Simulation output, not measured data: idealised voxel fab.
process module | voxel quadruple lines
cross-section cut | 215 nm wide | cells 5 nm
A cross-section is a grid of square cells, given in bands from the top down. A band is one or more rows of cells.
Each band's line starts with the height of the band's top and of its bottom, in nm. Then come its materials from left to right, each with its width in nm. One material with "throughout" fills the band from edge to edge. "air" is empty space.
Height 0 is the level under which the wafer as received is all one material. The lowest band goes on downwards, as in "0 down".
A width such as "30 to 40" changes by the same amount from each row of cells to the next, from the band's top row to its bottom row.
"no change" after a step means that no cell of the cross-section changed.
closed voids: empty space of 8 cells or more with no open way to the top, each as width x height at its distance from the left edge, in nm
after a step's settings: what the simulator itself notes on the step
overlay nm, on a step with a mask: how far to the right of its planned place the mask lay; to the left if negative
plan
1 op RECEIVE | material Si
2 op CONFORMAL_DEP | material SiO2 | thk nm 10
3 op DIRECTIONAL_DEP | material Ru | thk nm 15
4 op DIRECTIONAL_DEP | material polySi | thk nm 20
5 op DIRECTIONAL_DEP | material aC | thk nm 25
6 op PATTERN | tone cover | mask id MANDREL | material resist | width nm 20 | pitch nm 60 | thk nm 35 | overlay nm 0
7 op DIRECTIONAL_ETCH | etch materials aC | depth nm 25
8 op STRIP | etch materials resist
9 op CONFORMAL_DEP | material SiO2 | thk nm 10
10 op DIRECTIONAL_ETCH | etch materials SiO2 | depth nm 10
11 op STRIP | etch materials aC
12 op DIRECTIONAL_ETCH | etch materials polySi | depth nm 20
13 op STRIP | etch materials SiO2
14 op CONFORMAL_DEP | material SiN | thk nm 5
15 op DIRECTIONAL_ETCH | etch materials SiN | depth nm 5
16 op STRIP | etch materials polySi
17 op DIRECTIONAL_ETCH | etch materials Ru | depth nm 15
18 op STRIP | etch materials SiN
first wafer, as planned
as received, after step 1
  0 down: Si throughout
  closed voids: none
after step 2
  10 to 0: SiO2 throughout
  below 0: unchanged
after step 3
  25 to 10: Ru throughout
  below 10: unchanged
after step 4
  45 to 25: polySi throughout
  below 25: unchanged
after step 5
  70 to 45: aC throughout
  below 45: unchanged
after step 6
  105 to 70: air 65 | resist 20 | air 40 | resist 20 | air 70
  below 70: unchanged
after step 7
  80 to 70: air 65 | resist 20 | air 40 | resist 20 | air 70
  70 to 45: air 65 | aC 20 | air 40 | aC 20 | air 70
  below 45: unchanged
after step 8
  70 to 45: air 65 | aC 20 | air 40 | aC 20 | air 70
  below 45: unchanged
after step 9
  80 to 70: air 55 | SiO2 40 | air 20 | SiO2 40 | air 60
  70 to 55: air 55 | SiO2 10 | aC 20 | SiO2 10 | air 20 | SiO2 10 | aC 20 | SiO2 10 | air 60
  55 to 45: SiO2 65 | aC 20 | SiO2 40 | aC 20 | SiO2 70
  below 45: unchanged
after step 10
  70 to 45: air 55 | SiO2 10 | aC 20 | SiO2 10 | air 20 | SiO2 10 | aC 20 | SiO2 10 | air 60
  below 45: unchanged
after step 11
  70 to 45: air 55 | SiO2 10 | air 20 | SiO2 10 | air 20 | SiO2 10 | air 20 | SiO2 10 | air 60
  below 45: unchanged
after step 12
  70 to 45: air 55 | SiO2 10 | air 20 | SiO2 10 | air 20 | SiO2 10 | air 20 | SiO2 10 | air 60
  45 to 25: air 55 | polySi 10 | air 20 | polySi 10 | air 20 | polySi 10 | air 20 | polySi 10 | air 60
  below 25: unchanged
after step 13
  45 to 25: air 55 | polySi 10 | air 20 | polySi 10 | air 20 | polySi 10 | air 20 | polySi 10 | air 60
  below 25: unchanged
after step 14
  50 to 45: air 50 | SiN 20 | air 10 | SiN 20 | air 10 | SiN 20 | air 10 | SiN 20 | air 55
  45 to 30: air 50 | SiN 5 | polySi 10 | SiN 5 | air 10 | SiN 5 | polySi 10 | SiN 5 | air 10 | SiN 5 | polySi 10 | SiN 5 | air 10 | SiN 5 | polySi 10 | SiN 5 | air 55
  30 to 25: SiN 55 | polySi 10 | SiN 20 | polySi 10 | SiN 20 | polySi 10 | SiN 20 | polySi 10 | SiN 60
  below 25: unchanged
after step 15
  45 to 25: air 50 | SiN 5 | polySi 10 | SiN 5 | air 10 | SiN 5 | polySi 10 | SiN 5 | air 10 | SiN 5 | polySi 10 | SiN 5 | air 10 | SiN 5 | polySi 10 | SiN 5 | air 55
  below 25: unchanged
after step 16
  45 to 25: air 50 | SiN 5 | air 10 | SiN 5 | air 10 | SiN 5 | air 10 | SiN 5 | air 10 | SiN 5 | air 10 | SiN 5 | air 10 | SiN 5 | air 10 | SiN 5 | air 55
  below 25: unchanged
after step 17
  45 to 25: air 50 | SiN 5 | air 10 | SiN 5 | air 10 | SiN 5 | air 10 | SiN 5 | air 10 | SiN 5 | air 10 | SiN 5 | air 10 | SiN 5 | air 10 | SiN 5 | air 55
  25 to 10: air 50 | Ru 5 | air 10 | Ru 5 | air 10 | Ru 5 | air 10 | Ru 5 | air 10 | Ru 5 | air 10 | Ru 5 | air 10 | Ru 5 | air 10 | Ru 5 | air 55
  below 10: unchanged
after step 18
  25 to 10: air 50 | Ru 5 | air 10 | Ru 5 | air 10 | Ru 5 | air 10 | Ru 5 | air 10 | Ru 5 | air 10 | Ru 5 | air 10 | Ru 5 | air 10 | Ru 5 | air 55
  below 10: unchanged
second wafer: like start, like plan, one mistake. Through step 2 it matches the first wafer
when step 3 should have ended
  40 to 10: Ru throughout
  below 10: unchanged
when step 4 should have ended
  60 to 40: polySi throughout
  below 40: unchanged
when step 5 should have ended
  85 to 60: aC throughout
  below 60: unchanged
when step 6 should have ended
  120 to 85: air 65 | resist 20 | air 40 | resist 20 | air 70
  below 85: unchanged
when step 7 should have ended
  95 to 85: air 65 | resist 20 | air 40 | resist 20 | air 70
  85 to 60: air 65 | aC 20 | air 40 | aC 20 | air 70
  below 60: unchanged
when step 8 should have ended
  85 to 60: air 65 | aC 20 | air 40 | aC 20 | air 70
  below 60: unchanged
when step 9 should have ended
  95 to 85: air 55 | SiO2 40 | air 20 | SiO2 40 | air 60
  85 to 70: air 55 | SiO2 10 | aC 20 | SiO2 10 | air 20 | SiO2 10 | aC 20 | SiO2 10 | air 60
  70 to 60: SiO2 65 | aC 20 | SiO2 40 | aC 20 | SiO2 70
  below 60: unchanged
when step 10 should have ended
  85 to 60: air 55 | SiO2 10 | aC 20 | SiO2 10 | air 20 | SiO2 10 | aC 20 | SiO2 10 | air 60
  below 60: unchanged
when step 11 should have ended
  85 to 60: air 55 | SiO2 10 | air 20 | SiO2 10 | air 20 | SiO2 10 | air 20 | SiO2 10 | air 60
  below 60: unchanged
when step 12 should have ended
  85 to 60: air 55 | SiO2 10 | air 20 | SiO2 10 | air 20 | SiO2 10 | air 20 | SiO2 10 | air 60
  60 to 40: air 55 | polySi 10 | air 20 | polySi 10 | air 20 | polySi 10 | air 20 | polySi 10 | air 60
  below 40: unchanged
when step 13 should have ended
  60 to 40: air 55 | polySi 10 | air 20 | polySi 10 | air 20 | polySi 10 | air 20 | polySi 10 | air 60
  below 40: unchanged
when step 14 should have ended
  65 to 60: air 50 | SiN 20 | air 10 | SiN 20 | air 10 | SiN 20 | air 10 | SiN 20 | air 55
  60 to 45: air 50 | SiN 5 | polySi 10 | SiN 5 | air 10 | SiN 5 | polySi 10 | SiN 5 | air 10 | SiN 5 | polySi 10 | SiN 5 | air 10 | SiN 5 | polySi 10 | SiN 5 | air 55
  45 to 40: SiN 55 | polySi 10 | SiN 20 | polySi 10 | SiN 20 | polySi 10 | SiN 20 | polySi 10 | SiN 60
  below 40: unchanged
when step 15 should have ended
  60 to 40: air 50 | SiN 5 | polySi 10 | SiN 5 | air 10 | SiN 5 | polySi 10 | SiN 5 | air 10 | SiN 5 | polySi 10 | SiN 5 | air 10 | SiN 5 | polySi 10 | SiN 5 | air 55
  below 40: unchanged
when step 16 should have ended
  60 to 40: air 50 | SiN 5 | air 10 | SiN 5 | air 10 | SiN 5 | air 10 | SiN 5 | air 10 | SiN 5 | air 10 | SiN 5 | air 10 | SiN 5 | air 10 | SiN 5 | air 55
  below 40: unchanged
when step 17 should have ended
  60 to 40: air 50 | SiN 5 | air 10 | SiN 5 | air 10 | SiN 5 | air 10 | SiN 5 | air 10 | SiN 5 | air 10 | SiN 5 | air 10 | SiN 5 | air 10 | SiN 5 | air 55
  40 to 25: air 50 | Ru 5 | air 10 | Ru 5 | air 10 | Ru 5 | air 10 | Ru 5 | air 10 | Ru 5 | air 10 | Ru 5 | air 10 | Ru 5 | air 10 | Ru 5 | air 55
  below 25: unchanged
when step 18 should have ended
  40 to 25: air 50 | Ru 5 | air 10 | Ru 5 | air 10 | Ru 5 | air 10 | Ru 5 | air 10 | Ru 5 | air 10 | Ru 5 | air 10 | Ru 5 | air 10 | Ru 5 | air 55
  below 25: unchanged
what went wrong: step 3 was run twice
at the end the second wafer has, in cells: 129 more of Ru
